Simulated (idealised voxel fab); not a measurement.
Process module name: voxel wiring stack
The figure presents cross-section cut, which has a width of 295 nm and is divided into square cells with an edge length of 5 nm.
Cross-section layout: square cells on a grid; listed as bands, top to bottom; a band spans one or more cell rows.
Look at the band entry: it leads with the top's height and the bottom's height in nm. Then it lists the materials left to right, with a width in nm for each. The word "full width" on a single material says that material fills the band edge to edge. The word "empty" is empty space.
Convention: height 0 is the level below which the wafer, as received, is all one material. The lowest band does not terminate at the bottom but continues downward, represented as "0 down".
The notation "30->40" denotes a width that varies across the rows of cells in the band, beginning at the first number in the top row, finishing at the second number in the bottom row, and changing by an identical amount from each row to the next.
What does "remains unaltered" mean for a step? It means no cell of the cross-section changed in that step.
"Fully enclosed voids" means: voids of 8 cells or more that are shut off from the top with no open way through. Written width x height at distance, distance from the left edge, in nm.
Formally, on a step line, whatever follows the settings is a remark that the simulator itself makes on the step.
Regarding "overlay nm": on a step with a mask, it is the distance the mask lay to the right of its planned place; a negative value places it to the left.

PROCESS STEPS (PLANNED)
1: RECEIVE (material Si)
2: CONFORMAL_DEP (material SiO2; thk nm 15)
3: CONFORMAL_DEP (material SiN; thk nm 5)
4: DIRECTIONAL_DEP (material lowk; thk nm 15)
5: PATTERN (tone open; mask id METAL_1; material resist; width nm 25; pitch nm 55; thk nm 15; overlay nm -15)
6: DIRECTIONAL_ETCH (etch materials lowk; depth nm 15)
7: DIRECTIONAL_ETCH (etch materials SiN; depth nm 5)
8: STRIP (etch materials resist)
9: CONFORMAL_DEP (material TiN; thk nm 5)
10: FILL_DEP (material Cu; thk nm 10)
11: CMP (height nm 35)
12: CONFORMAL_DEP (material SiCN; thk nm 5)
13: DIRECTIONAL_DEP (material lowk; thk nm 10)
14: PATTERN (tone open; mask id PLUG_1; material resist; width nm 15; pitch nm 55; thk nm 20; overlay nm 0)
15: DIRECTIONAL_ETCH (etch materials lowk; depth nm 10)
16: DIRECTIONAL_ETCH (etch materials SiCN; depth nm 5)
17: STRIP (etch materials resist)
18: EPI (material Ru; thk nm 10)
19: EPI (material Ru; thk nm 5)
20: CONFORMAL_DEP (material SiCN; thk nm 5)
21: DIRECTIONAL_DEP (material SiO2; thk nm 25)
22: PATTERN (tone open; mask id METAL_2; material resist; width nm 25; pitch nm 55; thk nm 15; overlay nm 0)
23: DIRECTIONAL_ETCH (etch materials SiO2; depth nm 25)
24: DIRECTIONAL_ETCH (etch materials SiCN; depth nm 5)
25: STRIP (etch materials resist)
26: CONFORMAL_DEP (material TiN; thk nm 5)
27: FILL_DEP (material Ru; thk nm 5)
28: CMP (height nm 80)
29: CONFORMAL_DEP (material SiCN; thk nm 5)
30: DIRECTIONAL_DEP (material SiO2; thk nm 20)
31: MASKED_ETCH (tone open; mask id PLUG_2; width nm 15; pitch nm 110; etch materials SiO2; depth nm 20; overlay nm 0)
32: MASKED_ETCH (tone open; mask id PLUG_2; width nm 15; pitch nm 110; etch materials SiCN; depth nm 5; overlay nm 0)
33: EPI (material Ru; thk nm 10)
34: EPI (material Ru; thk nm 10)
35: EPI (material Ru; thk nm 5)
36: CONFORMAL_DEP (material SiCN; thk nm 5)
37: DIRECTIONAL_DEP (material lowk; thk nm 20)
38: MASKED_ETCH (tone open; mask id METAL_3; width nm 25; pitch nm 55; etch materials lowk; depth nm 20; overlay nm 0)
39: MASKED_ETCH (tone open; mask id METAL_3; width nm 25; pitch nm 55; etch materials SiCN; depth nm 5; overlay nm 0)
40: CONFORMAL_DEP (material TiN; thk nm 5)
41: FILL_DEP (material W; thk nm 10)
42: CMP (height nm 130)
43: CONFORMAL_DEP (material SiCN; thk nm 5)
44: DIRECTIONAL_DEP (material SiO2; thk nm 35)
45: MASKED_ETCH (tone open; mask id METAL_4_HOLES; width nm 15; pitch nm 55; etch materials SiO2; depth nm 35; overlay nm 0)
46: PATTERN (tone open; mask id METAL_4; material resist; width nm 25; pitch nm 55; thk nm 20; overlay nm 0)
47: DIRECTIONAL_ETCH (etch materials SiO2; depth nm 20)
48: DIRECTIONAL_ETCH (etch materials SiCN; depth nm 5)
49: STRIP (etch materials resist)
50: CONFORMAL_DEP (material TiN; thk nm 5)
51: FILL_DEP (material Ru; thk nm 10)
52: CMP (height nm 170)
53: CONFORMAL_DEP (material SiCN; thk nm 5)
Every wafer here starts from the same state; it is the step 5 overlay nm that distinguishes them, and the value the plan gives belongs to the first wafer.

RECEIVED CONDITION OF THE FIRST OF SEVERAL WAFERS, SECTIONED: POST-STEP 1
    0 down  Si full width
    Fully enclosed voids: none

SO IN THIS TABLE EVERY WAFER GETS ITS OWN ROW, AND WHAT YOU SEE IS WHERE IT STANDS AT THE END OF THE MODULE: FOR EACH MATERIAL, HOW MANY CELLS IT PICKED UP (+) OR GAVE UP (-) SINCE WE RECEIVED IT, AND AFTER THAT ITS CLOSED VOIDS
overlay nm -15, +27 Cu, +141 Ru, +300 SiCN, +44 SiN, +935 SiO2, +174 TiN, +36 W, +408 lowk, Fully enclosed voids: none
overlay nm -10, +27 Cu, +141 Ru, +300 SiCN, +44 SiN, +935 SiO2, +174 TiN, +36 W, +408 lowk, Fully enclosed voids: none
overlay nm -5, +27 Cu, +141 Ru, +300 SiCN, +44 SiN, +935 SiO2, +174 TiN, +36 W, +408 lowk, Fully enclosed voids: none
overlay nm 0, +27 Cu, +141 Ru, +300 SiCN, +44 SiN, +935 SiO2, +174 TiN, +36 W, +408 lowk, Fully enclosed voids: none
overlay nm 5, +27 Cu, +141 Ru, +300 SiCN, +44 SiN, +935 SiO2, +174 TiN, +36 W, +408 lowk, Fully enclosed voids: none
overlay nm 10, +27 Cu, +141 Ru, +300 SiCN, +44 SiN, +935 SiO2, +174 TiN, +36 W, +408 lowk, Fully enclosed voids: none
overlay nm 15, +27 Cu, +114 Ru, +318 SiCN, +44 SiN, +935 SiO2, +183 TiN, +36 W, +408 lowk, Fully enclosed voids: none
